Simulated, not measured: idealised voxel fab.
Name of the process module below: voxel capacitor over wiring
The cross-section on display is named cut; it measures 245 nm wide, and its cells are 5 nm squares.
This document writes a cross-section as a grid whose cells are square, and gives it as bands, listed from the top down; one or more rows of cells form a band.
For a band, the entry starts with two heights in nm, that of the top and then that of the bottom, and carries on with the band's materials in order from left to right, each alongside its width in nm; the word "throughout" beside a single material means it fills the band edge to edge, and "empty" means empty space.
All heights in this document are referenced to 0, defined as the level beneath which the wafer, as received, consists entirely of one material. The lowest band is not bounded below; it extends indefinitely downward and is written in the form "0 -> down".
Think of "30->40" as a width that walks from the first number to the second as you go down the band, top row to bottom row, taking equal-sized steps from row to row.
"no alterations made" (step): cross-section cells unchanged, all of them.
"Closed void roster" means: voids of 8 cells or more that are shut off from the top with no open way through. Written width x height at distance, distance from the left edge, in nm.
On each step's line, the part that comes after the settings is the simulator's own comment on the step.
overlay nm: mask right of planned place by this much (step with mask). Neg. = left.
Note on reading: below, each pair holds a cross-section from before one process step and one from after it; the one from after shows only down to the lowest band that changed. Beneath the pair, the step in between is stated along with its settings. The pairs can stem from different runs of this module on the same starting wafer. Where a pair's entry headed "Cross-section, before" says so, and only there, that pair continues from the pair above it.

Cross-section, before
* 130 -> 105 | resist 90 nm; empty 15 nm; resist 140 nm
* 105 -> 95 | aC throughout
* 95 -> 85 | SiO2 throughout
* 85 -> 80 | SiO2 80 nm; TiN 55 nm; SiO2 110 nm
* 80 -> 75 | SiO2 80 nm; SiN 55 nm; SiO2 110 nm
* 75 -> 65 | SiO2 75 nm; TiN 65 nm; SiO2 105 nm
* 65 -> 45 | lowk 80 nm; Ru 15 nm; lowk 150 nm
* 45 -> 40 | SiCN 80 nm; Ru 10 nm; SiCN 155 nm
* 40 -> 20 | SiO2 65 nm; SiCN 5 nm; Ru 25 nm; SiCN 5 nm; SiO2 40 nm; SiCN 5 nm; Ru 25 nm; SiCN 5 nm; SiO2 70 nm
* 20 -> 15 | SiCN 70 nm; TiN 25 nm; SiCN 50 nm; TiN 25 nm; SiCN 75 nm
* 15 -> 0 | SiO2 throughout
* 0 -> down | Si throughout
* Closed void roster: none

Post-Step Geometry
* 120 -> 105 | resist 90 nm; empty 15 nm; resist 140 nm
* 105 -> 95 | aC 90 nm; empty 15 nm; aC 140 nm
* Below 95, the layers are the same as they were.
* Closed void roster: none
The before and after cross-sections above differ by one step: DIRECTIONAL_ETCH [etch materials aC] [depth nm 10]

Cross-section, before: as in the pair right above, post-step view.

Post-Step Geometry
* 105 -> 95 | aC 90 nm; empty 15 nm; aC 140 nm
* Below 95, the layers are the same as they were.
* Closed void roster: none
The before and after cross-sections above differ by one step: STRIP [etch materials resist]

Cross-section, before: as in the pair right above, post-step view.

Post-Step Geometry
* 105 -> 95 | aC 90 nm; empty 15 nm; aC 140 nm
* 95 -> 85 | SiO2 90 nm; empty 15 nm; SiO2 140 nm
* Below 85, the layers are the same as they were.
* Closed void roster: none
The before and after cross-sections above differ by one step: DIRECTIONAL_ETCH [etch materials SiO2] [depth nm 10]

Cross-section, before: as in the pair right above, post-step view.

Post-Step Geometry
* 95 -> 85 | SiO2 90 nm; empty 15 nm; SiO2 140 nm
* Below 85, the layers are the same as they were.
* Closed void roster: none
The before and after cross-sections above differ by one step: STRIP [etch materials aC]

Cross-section, before: as in the pair right above, post-step view.

Post-Step Geometry
* 100 -> 95 | TiN 95 nm; empty 5 nm; TiN 145 nm
* 95 -> 90 | SiO2 90 nm; TiN 5 nm; empty 5 nm; TiN 5 nm; SiO2 140 nm
* 90 -> 80 | SiO2 90->80 nm; TiN 15->55 nm; SiO2 140->110 nm
* Below 80, the layers are the same as they were.
* Closed void roster: none
The before and after cross-sections above differ by one step: CONFORMAL_DEP [material TiN] [thk nm 5]

Cross-section, before: as in the pair right above, post-step view.

Post-Step Geometry
* 110 -> 100 | Cu throughout
* 100 -> 95 | TiN 95 nm; Cu 5 nm; TiN 145 nm
* 95 -> 90 | SiO2 90 nm; TiN 5 nm; Cu 5 nm; TiN 5 nm; SiO2 140 nm
* Below 90, the layers are the same as they were.
* Closed void roster: none
The before and after cross-sections above differ by one step: FILL_DEP [material Cu] [thk nm 10]

Cross-section, before: as in the pair right above, post-step view.

Post-Step Geometry
* 95 -> 90 | SiO2 90 nm; TiN 5 nm; Cu 5 nm; TiN 5 nm; SiO2 140 nm
* Below 90, the layers are the same as they were.
* Closed void roster: none
The before and after cross-sections above differ by one step: CMP [height nm 95]

Cross-section, before: as in the pair right above, post-step view.

Post-Step Geometry
* 100 -> 95 | SiN throughout
* Below 95, the layers are the same as they were.
* Closed void roster: none
The before and after cross-sections above differ by one step: CONFORMAL_DEP [material SiN] [thk nm 5]

Cross-section, before
* 15 -> 0 | SiO2 throughout
* 0 -> down | Si throughout
* Closed void roster: none

Post-Step Geometry
* 20 -> 15 | SiN throughout
* Below 15, the layers are the same as they were.
* Closed void roster: none
The before and after cross-sections above differ by one step: DIRECTIONAL_DEP [material SiN] [thk nm 5]

Cross-section, before: as in the pair right above, post-step view.

Post-Step Geometry
* 40 -> 20 | Ru throughout
* Below 20, the layers are the same as they were.
* Closed void roster: none
The before and after cross-sections above differ by one step: DIRECTIONAL_DEP [material Ru] [thk nm 20]

Cross-section, before: as in the pair right above, post-step view.

Post-Step Geometry
* 60 -> 40 | empty 70 nm; resist 25 nm; empty 50 nm; resist 25 nm; empty 75 nm
* Below 40, the layers are the same as they were.
* Closed void roster: none
The before and after cross-sections above differ by one step: PATTERN [tone cover] [mask id METAL_1] [material resist] [width nm 25] [pitch nm 75] [thk nm 20] [overlay nm 0]

Cross-section, before: as in the pair right above, post-step view.

Post-Step Geometry
* 60 -> 40 | empty 70 nm; resist 25 nm; empty 50 nm; resist 25 nm; empty 75 nm
* 40 -> 20 | empty 70 nm; Ru 25 nm; empty 50 nm; Ru 25 nm; empty 75 nm
* Below 20, the layers are the same as they were.
* Closed void roster: none
The before and after cross-sections above differ by one step: DIRECTIONAL_ETCH [etch materials Ru] [depth nm 20]

Cross-section, before: as in the pair right above, post-step view.

Post-Step Geometry
* 40 -> 20 | empty 70 nm; Ru 25 nm; empty 50 nm; Ru 25 nm; empty 75 nm
* Below 20, the layers are the same as they were.
* Closed void roster: none
The before and after cross-sections above differ by one step: STRIP [etch materials resist]

Cross-section, before: as in the pair right above, post-step view.

Post-Step Geometry
* 45 -> 40 | empty 65 nm; SiCN 35 nm; empty 40 nm; SiCN 35 nm; empty 70 nm
* 40 -> 25 | empty 65 nm; SiCN 5 nm; Ru 25 nm; SiCN 5 nm; empty 40 nm; SiCN 5 nm; Ru 25 nm; SiCN 5 nm; empty 70 nm
* 25 -> 20 | SiCN 70 nm; Ru 25 nm; SiCN 50 nm; Ru 25 nm; SiCN 75 nm
* Below 20, the layers are the same as they were.
* Closed void roster: none
The before and after cross-sections above differ by one step: CONFORMAL_DEP [material SiCN] [thk nm 5]

Cross-section, before: as in the pair right above, post-step view.

Post-Step Geometry
* 55 -> 45 | SiO2 throughout
* 45 -> 40 | SiO2 65 nm; SiCN 35 nm; SiO2 40 nm; SiCN 35 nm; SiO2 70 nm
* 40 -> 25 | SiO2 65 nm; SiCN 5 nm; Ru 25 nm; SiCN 5 nm; SiO2 40 nm; SiCN 5 nm; Ru 25 nm; SiCN 5 nm; SiO2 70 nm
* Below 25, the layers are the same as they were.
* Closed void roster: none
The before and after cross-sections above differ by one step: FILL_DEP [material SiO2] [thk nm 10]

Cross-section, before: as in the pair right above, post-step view.

Post-Step Geometry
* 40 -> 25 | SiO2 65 nm; SiCN 5 nm; Ru 25 nm; SiCN 5 nm; SiO2 40 nm; SiCN 5 nm; Ru 25 nm; SiCN 5 nm; SiO2 70 nm
* Below 25, the layers are the same as they were.
* Closed void roster: none
The before and after cross-sections above differ by one step: CMP [height nm 40]

Cross-section, before: as in the pair right above, post-step view.

Post-Step Geometry
* 45 -> 40 | SiCN throughout
* Below 40, the layers are the same as they were.
* Closed void roster: none
The before and after cross-sections above differ by one step: CONFORMAL_DEP [material SiCN] [thk nm 5]

Cross-section, before: as in the pair right above, post-step view.

Post-Step Geometry
* 65 -> 45 | lowk throughout
* Below 45, the layers are the same as they were.
* Closed void roster: none
The before and after cross-sections above differ by one step: DIRECTIONAL_DEP [material lowk] [thk nm 20]

Cross-section, before: as in the pair right above, post-step view.

Post-Step Geometry
* 65 -> 45 | lowk 80 nm; empty 15 nm; lowk 150 nm
* Below 45, the layers are the same as they were.
* Closed void roster: none
The before and after cross-sections above differ by one step: MASKED_ETCH [tone open] [mask id PLUG_1] [width nm 15] [etch materials lowk] [depth nm 20] [overlay nm 0]

Cross-section, before: as in the pair right above, post-step view.

Post-Step Geometry
* 65 -> 45 | lowk 80 nm; empty 15 nm; lowk 150 nm
* 45 -> 40 | SiCN 80 nm; empty 15 nm; SiCN 150 nm
* Below 40, the layers are the same as they were.
* Closed void roster: none
The before and after cross-sections above differ by one step: MASKED_ETCH [tone open] [mask id PLUG_1] [width nm 15] [etch materials SiCN] [depth nm 5] [overlay nm 0]

Cross-section, before: as in the pair right above, post-step view.

Post-Step Geometry
* 65 -> 50 | lowk 80 nm; empty 15 nm; lowk 150 nm
* 50 -> 45 | lowk 80 nm; Ru 15 nm; lowk 150 nm
* 45 -> 40 | SiCN 80 nm; Ru 15 nm; SiCN 150 nm
* Below 40, the layers are the same as they were.
* Closed void roster: none
The before and after cross-sections above differ by one step: EPI [material Ru] [thk nm 10]

Cross-section, before: as in the pair right above, post-step view.

Post-Step Geometry
* 65 -> 60 | lowk 80 nm; empty 15 nm; lowk 150 nm
* 60 -> 45 | lowk 80 nm; Ru 15 nm; lowk 150 nm
* Below 45, the layers are the same as they were.
* Closed void roster: none
The before and after cross-sections above differ by one step: EPI [material Ru] [thk nm 10]

Cross-section, before: as in the pair right above, post-step view.

Post-Step Geometry
* 65 -> 45 | lowk 80 nm; Ru 15 nm; lowk 150 nm
* Below 45, the layers are the same as they were.
* Closed void roster: none
The before and after cross-sections above differ by one step: EPI [material Ru] [thk nm 5]

Cross-section, before: as in the pair right above, post-step view.

Post-Step Geometry
* 75 -> 65 | TiN throughout
* Below 65, the layers are the same as they were.
* Closed void roster: none
The before and after cross-sections above differ by one step: DIRECTIONAL_DEP [material TiN] [thk nm 10]

Cross-section, before: as in the pair right above, post-step view.

Post-Step Geometry
* 80 -> 75 | SiN throughout
* Below 75, the layers are the same as they were.
* Closed void roster: none
The before and after cross-sections above differ by one step: DIRECTIONAL_DEP [material SiN] [thk nm 5]

Cross-section, before: as in the pair right above, post-step view.

Post-Step Geometry
* 85 -> 80 | TiN throughout
* Below 80, the layers are the same as they were.
* Closed void roster: none
The before and after cross-sections above differ by one step: DIRECTIONAL_DEP [material TiN] [thk nm 5]

Cross-section, before: as in the pair right above, post-step view.

Post-Step Geometry
* 85 -> 80 | empty 80 nm; TiN 55 nm; empty 110 nm
* Below 80, the layers are the same as they were.
* Closed void roster: none
The before and after cross-sections above differ by one step: MASKED_ETCH [tone cover] [mask id UPPER_PLATE] [width nm 55] [etch materials TiN] [depth nm 5] [overlay nm 0]

Cross-section, before: as in the pair right above, post-step view.

Post-Step Geometry
* 85 -> 80 | empty 80 nm; TiN 55 nm; empty 110 nm
* 80 -> 75 | empty 80 nm; SiN 55 nm; empty 110 nm
* Below 75, the layers are the same as they were.
* Closed void roster: none
The before and after cross-sections above differ by one step: MASKED_ETCH [tone cover] [mask id UPPER_PLATE] [width nm 55] [etch materials SiN] [depth nm 5] [overlay nm 0]

Cross-section, before: as in the pair right above, post-step view.

Post-Step Geometry
* 85 -> 80 | empty 80 nm; TiN 55 nm; empty 110 nm
* 80 -> 75 | empty 80 nm; SiN 55 nm; empty 110 nm
* 75 -> 65 | empty 75 nm; TiN 65 nm; empty 105 nm
* Below 65, the layers are the same as they were.
* Closed void roster: none
The before and after cross-sections above differ by one step: MASKED_ETCH [tone cover] [mask id LOWER_PLATE] [width nm 65] [etch materials TiN] [depth nm 10] [overlay nm 0]

Cross-section, before: as in the pair right above, post-step view.

Post-Step Geometry
* 100 -> 85 | SiO2 throughout
* 85 -> 80 | SiO2 80 nm; TiN 55 nm; SiO2 110 nm
* 80 -> 75 | SiO2 80 nm; SiN 55 nm; SiO2 110 nm
* 75 -> 65 | SiO2 75 nm; TiN 65 nm; SiO2 105 nm
* Below 65, the layers are the same as they were.
* Closed void roster: none
The before and after cross-sections above differ by one step: FILL_DEP [material SiO2] [thk nm 15]

Cross-section, before: as in the pair right above, post-step view.

Post-Step Geometry
* 95 -> 85 | SiO2 throughout
* Below 85, the layers are the same as they were.
* Closed void roster: none
The before and after cross-sections above differ by one step: CMP [height nm 95]

Cross-section, before: as in the pair right above, post-step view.

Post-Step Geometry
* 105 -> 95 | aC throughout
* Below 95, the layers are the same as they were.
* Closed void roster: none
The before and after cross-sections above differ by one step: DIRECTIONAL_DEP [material aC] [thk nm 10]

Cross-section, before: as in the pair right above, post-step view.

Post-Step Geometry
* 130 -> 105 | resist 90 nm; empty 15 nm; resist 140 nm
* Below 105, the layers are the same as they were.
* Closed void roster: none
The before and after cross-sections above differ by one step: PATTERN [tone open] [mask id PLUG_2] [material resist] [width nm 15] [thk nm 25] [overlay nm 0]

Cross-section, before: as in the pair right above, post-step view.

Post-Step Geometry
* 120 -> 105 | resist 90 nm; empty 15 nm; resist 140 nm
* 105 -> 95 | aC 90 nm; empty 15 nm; aC 140 nm
* Below 95, the layers are the same as they were.
* Closed void roster: none
The before and after cross-sections above differ by one step: DIRECTIONAL_ETCH [etch materials aC] [depth nm 10]

Cross-section, before: as in the pair right above, post-step view.

Post-Step Geometry
* 105 -> 95 | aC 90 nm; empty 15 nm; aC 140 nm
* Below 95, the layers are the same as they were.
* Closed void roster: none
The before and after cross-sections above differ by one step: STRIP [etch materials resist]

Cross-section, before: as in the pair right above, post-step view.

Post-Step Geometry
* 105 -> 95 | aC 90 nm; empty 15 nm; aC 140 nm
* 95 -> 85 | SiO2 90 nm; empty 15 nm; SiO2 140 nm
* Below 85, the layers are the same as they were.
* Closed void roster: none
The before and after cross-sections above differ by one step: DIRECTIONAL_ETCH [etch materials SiO2] [depth nm 10]

Cross-section, before: as in the pair right above, post-step view.

Post-Step Geometry
* 95 -> 85 | SiO2 90 nm; empty 15 nm; SiO2 140 nm
* Below 85, the layers are the same as they were.
* Closed void roster: none
The before and after cross-sections above differ by one step: STRIP [etch materials aC]

Cross-section, before: as in the pair right above, post-step view.

Post-Step Geometry
* 100 -> 95 | TiN 95 nm; empty 5 nm; TiN 145 nm
* 95 -> 90 | SiO2 90 nm; TiN 5 nm; empty 5 nm; TiN 5 nm; SiO2 140 nm
* 90 -> 80 | SiO2 90->80 nm; TiN 15->55 nm; SiO2 140->110 nm
* Below 80, the layers are the same as they were.
* Closed void roster: none
The before and after cross-sections above differ by one step: CONFORMAL_DEP [material TiN] [thk nm 5]

Cross-section, before: as in the pair right above, post-step view.

Post-Step Geometry
* 110 -> 100 | Cu throughout
* 100 -> 95 | TiN 95 nm; Cu 5 nm; TiN 145 nm
* 95 -> 90 | SiO2 90 nm; TiN 5 nm; Cu 5 nm; TiN 5 nm; SiO2 140 nm
* Below 90, the layers are the same as they were.
* Closed void roster: none
The before and after cross-sections above differ by one step: FILL_DEP [material Cu] [thk nm 10]

Cross-section, before: as in the pair right above, post-step view.

Post-Step Geometry
* 95 -> 90 | SiO2 90 nm; TiN 5 nm; Cu 5 nm; TiN 5 nm; SiO2 140 nm
* Below 90, the layers are the same as they were.
* Closed void roster: none
The before and after cross-sections above differ by one step: CMP [height nm 95]

Cross-section, before: as in the pair right above, post-step view.

Post-Step Geometry
* 100 -> 95 | SiN throughout
* Below 95, the layers are the same as they were.
* Closed void roster: none
The before and after cross-sections above differ by one step: CONFORMAL_DEP [material SiN] [thk nm 5]

Cross-section, before
* 65 -> 45 | lowk throughout
* 45 -> 40 | SiCN throughout
* 40 -> 20 | SiO2 65 nm; SiCN 5 nm; Ru 25 nm; SiCN 5 nm; SiO2 40 nm; SiCN 5 nm; Ru 25 nm; SiCN 5 nm; SiO2 70 nm
* 20 -> 15 | SiCN 70 nm; TiN 25 nm; SiCN 50 nm; TiN 25 nm; SiCN 75 nm
* 15 -> 0 | SiO2 throughout
* 0 -> down | Si throughout
* Closed void roster: none

Post-Step Geometry
* 65 -> 45 | empty 80 nm; lowk 15 nm; empty 150 nm
* Below 45, the layers are the same as they were.
* Closed void roster: none
The before and after cross-sections above differ by one step: MASKED_ETCH [tone cover] [mask id PLUG_1] [width nm 15] [etch materials lowk] [depth nm 20] [overlay nm 0]

Cross-section, before: as in the pair right above, post-step view.

Post-Step Geometry
* 75 -> 65 | empty 80 nm; TiN 15 nm; empty 150 nm
* 65 -> 55 | empty 80 nm; lowk 15 nm; empty 150 nm
* 55 -> 45 | TiN 80 nm; lowk 15 nm; TiN 150 nm
* Below 45, the layers are the same as they were.
* Closed void roster: none
The before and after cross-sections above differ by one step: DIRECTIONAL_DEP [material TiN] [thk nm 10]

Cross-section, before: as in the pair right above, post-step view.

Post-Step Geometry
* 80 -> 75 | empty 80 nm; SiN 15 nm; empty 150 nm
* 75 -> 65 | empty 80 nm; TiN 15 nm; empty 150 nm
* 65 -> 60 | empty 80 nm; lowk 15 nm; empty 150 nm
* 60 -> 55 | SiN 80 nm; lowk 15 nm; SiN 150 nm
* Below 55, the layers are the same as they were.
* Closed void roster: none
The before and after cross-sections above differ by one step: DIRECTIONAL_DEP [material SiN] [thk nm 5]

Cross-section, before: as in the pair right above, post-step view.

Post-Step Geometry
* 85 -> 80 | empty 80 nm; TiN 15 nm; empty 150 nm
* 80 -> 75 | empty 80 nm; SiN 15 nm; empty 150 nm
* 75 -> 65 | empty 80 nm; TiN 15 nm; empty 150 nm
* 65 -> 60 | TiN 80 nm; lowk 15 nm; TiN 150 nm
* Below 60, the layers are the same as they were.
* Closed void roster: none
The before and after cross-sections above differ by one step: DIRECTIONAL_DEP [material TiN] [thk nm 5]

Cross-section, before: as in the pair right above, post-step view.

Post-Step Geometry
* 85 -> 80 | empty 80 nm; TiN 15 nm; empty 150 nm
* 80 -> 75 | empty 80 nm; SiN 15 nm; empty 150 nm
* 75 -> 65 | empty 80 nm; TiN 15 nm; empty 150 nm
* 65 -> 60 | empty 80 nm; lowk 15 nm; TiN 40 nm; empty 110 nm
* Below 60, the layers are the same as they were.
* Closed void roster: none
The before and after cross-sections above differ by one step: MASKED_ETCH [tone cover] [mask id UPPER_PLATE] [width nm 55] [etch materials TiN] [depth nm 5] [overlay nm 0]

Cross-section, before: as in the pair right above, post-step view.

Post-Step Geometry
* 85 -> 80 | empty 80 nm; TiN 15 nm; empty 150 nm
* 80 -> 75 | empty 80 nm; SiN 15 nm; empty 150 nm
* 75 -> 65 | empty 80 nm; TiN 15 nm; empty 150 nm
* 65 -> 60 | empty 80 nm; lowk 15 nm; TiN 40 nm; empty 110 nm
* 60 -> 55 | empty 80 nm; lowk 15 nm; SiN 40 nm; empty 110 nm
* Below 55, the layers are the same as they were.
* Closed void roster: none
The before and after cross-sections above differ by one step: MASKED_ETCH [tone cover] [mask id UPPER_PLATE] [width nm 55] [etch materials SiN] [depth nm 5] [overlay nm 0]

Cross-section, before: as in the pair right above, post-step view.

Post-Step Geometry
* 85 -> 80 | empty 80 nm; TiN 15 nm; empty 150 nm
* 80 -> 75 | empty 80 nm; SiN 15 nm; empty 150 nm
* 75 -> 65 | empty 80 nm; TiN 15 nm; empty 150 nm
* 65 -> 60 | empty 80 nm; lowk 15 nm; TiN 40 nm; empty 110 nm
* 60 -> 55 | empty 80 nm; lowk 15 nm; SiN 40 nm; empty 110 nm
* 55 -> 45 | empty 75 nm; TiN 5 nm; lowk 15 nm; TiN 45 nm; empty 105 nm
* Below 45, the layers are the same as they were.
* Closed void roster: none
The before and after cross-sections above differ by one step: MASKED_ETCH [tone cover] [mask id LOWER_PLATE] [width nm 65] [etch materials TiN] [depth nm 10] [overlay nm 0]

Cross-section, before: as in the pair right above, post-step view.

Post-Step Geometry
* 100 -> 85 | SiO2 throughout
* 85 -> 80 | SiO2 80 nm; TiN 15 nm; SiO2 150 nm
* 80 -> 75 | SiO2 80 nm; SiN 15 nm; SiO2 150 nm
* 75 -> 65 | SiO2 80 nm; TiN 15 nm; SiO2 150 nm
* 65 -> 60 | SiO2 80 nm; lowk 15 nm; TiN 40 nm; SiO2 110 nm
* 60 -> 55 | SiO2 80 nm; lowk 15 nm; SiN 40 nm; SiO2 110 nm
* 55 -> 45 | SiO2 75 nm; TiN 5 nm; lowk 15 nm; TiN 45 nm; SiO2 105 nm
* Below 45, the layers are the same as they were.
* Closed void roster: none
The before and after cross-sections above differ by one step: FILL_DEP [material SiO2] [thk nm 15]

Cross-section, before: as in the pair right above, post-step view.

Post-Step Geometry
* 95 -> 85 | SiO2 throughout
* Below 85, the layers are the same as they were.
* Closed void roster: none
The before and after cross-sections above differ by one step: CMP [height nm 95]

Cross-section, before: as in the pair right above, post-step view.

Post-Step Geometry
* 105 -> 95 | aC throughout
* Below 95, the layers are the same as they were.
* Closed void roster: none
The before and after cross-sections above differ by one step: DIRECTIONAL_DEP [material aC] [thk nm 10]

Cross-section, before: as in the pair right above, post-step view.

Post-Step Geometry
* 130 -> 105 | resist 90 nm; empty 15 nm; resist 140 nm
* Below 105, the layers are the same as they were.
* Closed void roster: none
The before and after cross-sections above differ by one step: PATTERN [tone open] [mask id PLUG_2] [material resist] [width nm 15] [thk nm 25] [overlay nm 0]

Cross-section, before: as in the pair right above, post-step view.

Post-Step Geometry
* 120 -> 105 | resist 90 nm; empty 15 nm; resist 140 nm
* 105 -> 95 | aC 90 nm; empty 15 nm; aC 140 nm
* Below 95, the layers are the same as they were.
* Closed void roster: none
The before and after cross-sections above differ by one step: DIRECTIONAL_ETCH [etch materials aC] [depth nm 10]

Cross-section, before: as in the pair right above, post-step view.

Post-Step Geometry
* 105 -> 95 | aC 90 nm; empty 15 nm; aC 140 nm
* Below 95, the layers are the same as they were.
* Closed void roster: none
The before and after cross-sections above differ by one step: STRIP [etch materials resist]

Cross-section, before: as in the pair right above, post-step view.

Post-Step Geometry
* 105 -> 95 | aC 90 nm; empty 15 nm; aC 140 nm
* 95 -> 85 | SiO2 90 nm; empty 15 nm; SiO2 140 nm
* Below 85, the layers are the same as they were.
* Closed void roster: none
The before and after cross-sections above differ by one step: DIRECTIONAL_ETCH [etch materials SiO2] [depth nm 10]

Cross-section, before: as in the pair right above, post-step view.

Post-Step Geometry
* 95 -> 85 | SiO2 90 nm; empty 15 nm; SiO2 140 nm
* Below 85, the layers are the same as they were.
* Closed void roster: none
The before and after cross-sections above differ by one step: STRIP [etch materials aC]

Cross-section, before: as in the pair right above, post-step view.

Post-Step Geometry
* 100 -> 95 | TiN 95 nm; empty 5 nm; TiN 145 nm
* 95 -> 90 | SiO2 90 nm; TiN 5 nm; empty 5 nm; TiN 5 nm; SiO2 140 nm
* 90 -> 80 | SiO2 90->80 nm; TiN 15 nm; SiO2 140->150 nm
* Below 80, the layers are the same as they were.
* Closed void roster: none
The before and after cross-sections above differ by one step: CONFORMAL_DEP [material TiN] [thk nm 5]

Cross-section, before: as in the pair right above, post-step view.

Post-Step Geometry
* 110 -> 100 | Cu throughout
* 100 -> 95 | TiN 95 nm; Cu 5 nm; TiN 145 nm
* 95 -> 90 | SiO2 90 nm; TiN 5 nm; Cu 5 nm; TiN 5 nm; SiO2 140 nm
* Below 90, the layers are the same as they were.
* Closed void roster: none
The before and after cross-sections above differ by one step: FILL_DEP [material Cu] [thk nm 10]

Cross-section, before: as in the pair right above, post-step view.

Post-Step Geometry
* 95 -> 90 | SiO2 90 nm; TiN 5 nm; Cu 5 nm; TiN 5 nm; SiO2 140 nm
* Below 90, the layers are the same as they were.
* Closed void roster: none
The before and after cross-sections above differ by one step: CMP [height nm 95]

Cross-section, before: as in the pair right above, post-step view.

Post-Step Geometry
* 100 -> 95 | SiN throughout
* Below 95, the layers are the same as they were.
* Closed void roster: none
The before and after cross-sections above differ by one step: CONFORMAL_DEP [material SiN] [thk nm 5]
